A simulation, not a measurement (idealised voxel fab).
Process module in this document: voxel self aligned vias
The width of the displayed cross-section, cut, is 170 nm; its cells are square, with a size of 5 nm.
In what follows, cross-sections appear as grids of square cells, described through bands that run from the top down, where every band is one or more rows of cells. Band: top and bottom heights (nm) first, top before bottom; then materials from left to right, widths in nm. "throughout" marks a sole material filling the band edge to edge. "air" denotes empty space. Height is counted from the level 0, under which the received wafer is composed throughout of one material. The lowest of the bands is not closed at the bottom but continues downward, in the notation "top 0, no bottom". The notation "30..40" denotes a width that varies across the rows of cells in the band, beginning at the first number in the top row, finishing at the second number in the bottom row, and changing by an identical amount from each row to the next. It should be understood that the words "all unchanged", when stated for a given step, signify that the cross-section underwent no change in any of its cells during that step. Entry "Voids, fully enclosed". Content: empty spaces with no open connection to the top, size 8 cells or greater. Each: width x height at distance. Distance: from left edge. Unit: nm. It should be noted that, on the line of a given step, the content following the step's settings is a remark produced by the simulator itself with respect to that step. On any step carrying a mask, the "overlay nm" setting, if present on the step's line, tells how far right of its planned place the mask lay; negative values point to the left.

Planned step list for the process:
1: RECEIVE, material Si
2: CONFORMAL_DEP, material SiO2, thk nm 15
3: CONFORMAL_DEP, material SiCN, thk nm 5
4: DIRECTIONAL_DEP, material lowk, thk nm 20
5: PATTERN, tone open, mask id LINES, material resist, width nm 20, pitch nm 50, thk nm 20, overlay nm 0
6: DIRECTIONAL_ETCH, etch materials lowk, depth nm 20
7: STRIP, etch materials resist
8: CONFORMAL_DEP, material TiN, thk nm 5
9: FILL_DEP, material Ru, thk nm 5
10: CMP, height nm 40
11: SELECTIVE_ETCH, etch materials W Ru TiN, depth nm 5
12: FILL_DEP, material SiN, thk nm 10
13: CMP, height nm 40
14: DIRECTIONAL_DEP, material lowk, thk nm 15
15: MASKED_ETCH, tone open, mask id VIAS, width nm 30, etch materials lowk, depth nm 15, overlay nm 0
16: MASKED_ETCH, tone open, mask id VIAS, width nm 30, etch materials SiN, depth nm 5, overlay nm 0
17: CONFORMAL_DEP, material TiN, thk nm 5
18: FILL_DEP, material Ru, thk nm 10
19: CMP, height nm 55
20: CONFORMAL_DEP, material SiN, thk nm 5

Incoming wafer in cross-section (state: after step 1):
    top 0, no bottom: Si throughout
    Voids, fully enclosed: none

Figure: cross-sectional view of the wafer upon completion of the module, processed from the initial state and according to the plan depicted above, with one error introduced during execution:
    top 75, bottom 70: SiN throughout
    top 70, bottom 60: Ru throughout
    top 60, bottom 55: TiN: 50  Ru: 20  TiN: 100
    top 55, bottom 45: lowk: 45  TiN: 5  Ru: 20  TiN: 5  lowk: 95
    top 45, bottom 40: lowk: 45  TiN: 10  Ru: 10  TiN: 10  lowk: 95
    top 40, bottom 35: lowk: 50  TiN: 20  lowk: 30  SiN: 20  lowk: 50
    top 35, bottom 25: lowk: 50  TiN: 5  Ru: 10  TiN: 5  lowk: 30  TiN: 5  Ru: 10  TiN: 5  lowk: 50
    top 25, bottom 20: lowk: 50  TiN: 20  lowk: 30  TiN: 20  lowk: 50
    top 20, bottom 15: SiCN throughout
    top 15, bottom 0: SiO2 throughout
    top 0, no bottom: Si throughout
    Voids, fully enclosed: none
Deviation from plan: plan step 19 never ran because it was skipped
